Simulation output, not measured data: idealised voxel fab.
process module | voxel wiring stack
cross-section cut | 140 nm wide | cells 5 nm
A cross-section is a grid of square cells, given in bands from the top down. A band is one or more rows of cells.
Each band's line starts with the height of the band's top and of its bottom, in nm. Then come its materials from left to right, each with its width in nm. One material with "throughout" fills the band from edge to edge. "air" is empty space.
Height 0 is the level under which the wafer as received is all one material. The lowest band goes on downwards, as in "0 down".
A width such as "30 to 40" changes by the same amount from each row of cells to the next, from the band's top row to its bottom row.
"no change" after a step means that no cell of the cross-section changed.
closed voids: empty space of 8 cells or more with no open way to the top, each as width x height at its distance from the left edge, in nm
after a step's settings: what the simulator itself notes on the step
overlay nm, on a step with a mask: how far to the right of its planned place the mask lay; to the left if negative
plan
1 op RECEIVE | material Si
2 op CONFORMAL_DEP | material SiO2 | thk nm 15
3 op DIRECTIONAL_DEP | material TiN | thk nm 5
4 op DIRECTIONAL_DEP | material Ru | thk nm 25
5 op MASKED_ETCH | tone cover | mask id METAL_1 | width nm 25 | pitch nm 40 | etch materials Ru | depth nm 25 | overlay nm 0
6 op MASKED_ETCH | tone cover | mask id METAL_1 | width nm 25 | pitch nm 40 | etch materials TiN | depth nm 5 | overlay nm 0
7 op FILL_DEP | material lowk | thk nm 5
8 op CMP | height nm 45
9 op CONFORMAL_DEP | material SiCN | thk nm 5
10 op DIRECTIONAL_DEP | material lowk | thk nm 20
11 op MASKED_ETCH | tone open | mask id PLUG_1 | width nm 15 | pitch nm 80 | etch materials lowk | depth nm 20 | overlay nm 0
12 op MASKED_ETCH | tone open | mask id PLUG_1 | width nm 15 | pitch nm 80 | etch materials SiCN | depth nm 5 | overlay nm 0
13 op EPI | material Ru | thk nm 10
14 op EPI | material Ru | thk nm 10
15 op EPI | material Ru | thk nm 5
16 op CONFORMAL_DEP | material SiCN | thk nm 5
17 op DIRECTIONAL_DEP | material SiO2 | thk nm 25
18 op MASKED_ETCH | tone open | mask id METAL_2 | width nm 15 | pitch nm 40 | etch materials SiO2 | depth nm 25 | overlay nm 0
19 op MASKED_ETCH | tone open | mask id METAL_2 | width nm 25 | pitch nm 40 | etch materials SiCN | depth nm 5 | overlay nm 0
20 op CONFORMAL_DEP | material TiN | thk nm 5
21 op FILL_DEP | material Cu | thk nm 5
22 op CMP | height nm 100
23 op EPI | material Ru | thk nm 5
24 op FILL_DEP | material SiCN | thk nm 5
varied across the wafers: width nm of step 18. The plan shows the first wafer's value. All wafers start alike
first wafer as received, after step 1
  0 down: Si throughout
  closed voids: none
each wafer at the end: cells of each material gained (+) or lost (-) since it was received, then its closed voids
width nm 15 | +15 Cu | +120 Ru | +82 SiCN | +179 SiO2 | +54 TiN | +166 lowk | closed voids: none
width nm 20 | +30 Cu | +123 Ru | +76 SiCN | +164 SiO2 | +57 TiN | +166 lowk | closed voids: none
width nm 25 | +45 Cu | +126 Ru | +70 SiCN | +149 SiO2 | +60 TiN | +166 lowk | closed voids: none
